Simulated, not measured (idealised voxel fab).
Herein follows the process module entitled voxel released beams.
For reference, the cross-section in this document is cut, with width 145 nm and square cells of 5 nm.
Cross-section = grid of square cells, listed top down in bands; band = one or more rows.
For a band, the entry starts with two heights in nm, that of the top and then that of the bottom, and carries on with the band's materials in order from left to right, each alongside its width in nm; the word "throughout" beside a single material means it fills the band edge to edge, and "air" means empty space.
Heights are expressed relative to 0, this being the level below which the as-received wafer comprises one material exclusively. The lowest band is unbounded in the downward direction and is denoted as in "top 0, no bottom".
Read "30 to 40" as a graded width: first number on top, second number at the bottom, same change between each pair of neighbouring rows.
"stayed the same", as given for a step, is the statement that not any cell of the cross-section underwent a change during that step.
"closed voids" specifies each empty space that is not open to the top and that occupies no fewer than 8 cells, using the form width x height at distance, the distance measured from the left edge and all three quantities in nm.
Whatever follows a step's settings on its line is a remark the simulator itself makes about that step.
A step's line can hold "overlay nm"; with a mask on that step, the setting says how far right of the planned place the mask lay, while a negative setting says it lay to the left.

[Set out below are the planned steps of the process]
1. RECEIVE with material Si
2. CONFORMAL_DEP with material SiN, thk nm 10
3. DIRECTIONAL_DEP with material SiO2, thk nm 10
4. DIRECTIONAL_DEP with material aC, thk nm 10
5. PATTERN with tone open, mask id ANCHOR, material resist, width nm 30, thk nm 30, overlay nm 0
6. DIRECTIONAL_ETCH with etch materials aC, depth nm 10
7. STRIP with etch materials resist
8. DIRECTIONAL_ETCH with etch materials SiO2, depth nm 10
9. STRIP with etch materials aC
10. CONFORMAL_DEP with material TiN, thk nm 10
11. DIRECTIONAL_DEP with material aC, thk nm 15
12. PATTERN with tone cover, mask id BEAM, material resist, width nm 90, thk nm 35, overlay nm 0
13. DIRECTIONAL_ETCH with etch materials aC, depth nm 15
14. STRIP with etch materials resist
15. DIRECTIONAL_ETCH with etch materials TiN, depth nm 10
16. STRIP with etch materials aC
17. STRIP with etch materials SiO2

[Cross-section: wafer on arrival = after step 1]
- top 0, no bottom | Si throughout
- closed voids: none

[As-planned run: cross-section of the first of two wafers at end of module]
- top 30, bottom 20 | air 25 nm / TiN 15 nm / air 10 nm / TiN 65 nm / air 30 nm
- top 20, bottom 10 | air 30 nm / TiN 30 nm / air 85 nm
- top 10, bottom 0 | SiN throughout
- top 0, no bottom | Si throughout
- closed voids: none

[Here is the second of the two wafers cut open at the end of the module - same start, same plan as the first one, but we made one mistake running it]
- top 30, bottom 20 | air 20 nm / TiN 20 nm / air 10 nm / TiN 60 nm / air 35 nm
- top 20, bottom 10 | air 30 nm / TiN 30 nm / air 85 nm
- top 10, bottom 0 | SiN throughout
- top 0, no bottom | Si throughout
- closed voids: none
Error vs. plan: planned and actual differ for step 12; actual: PATTERN with tone cover, mask id BEAM, material resist, width nm 90, thk nm 35, overlay nm -5
End check, second vs first wafer: material counts in cells match, positions do not.
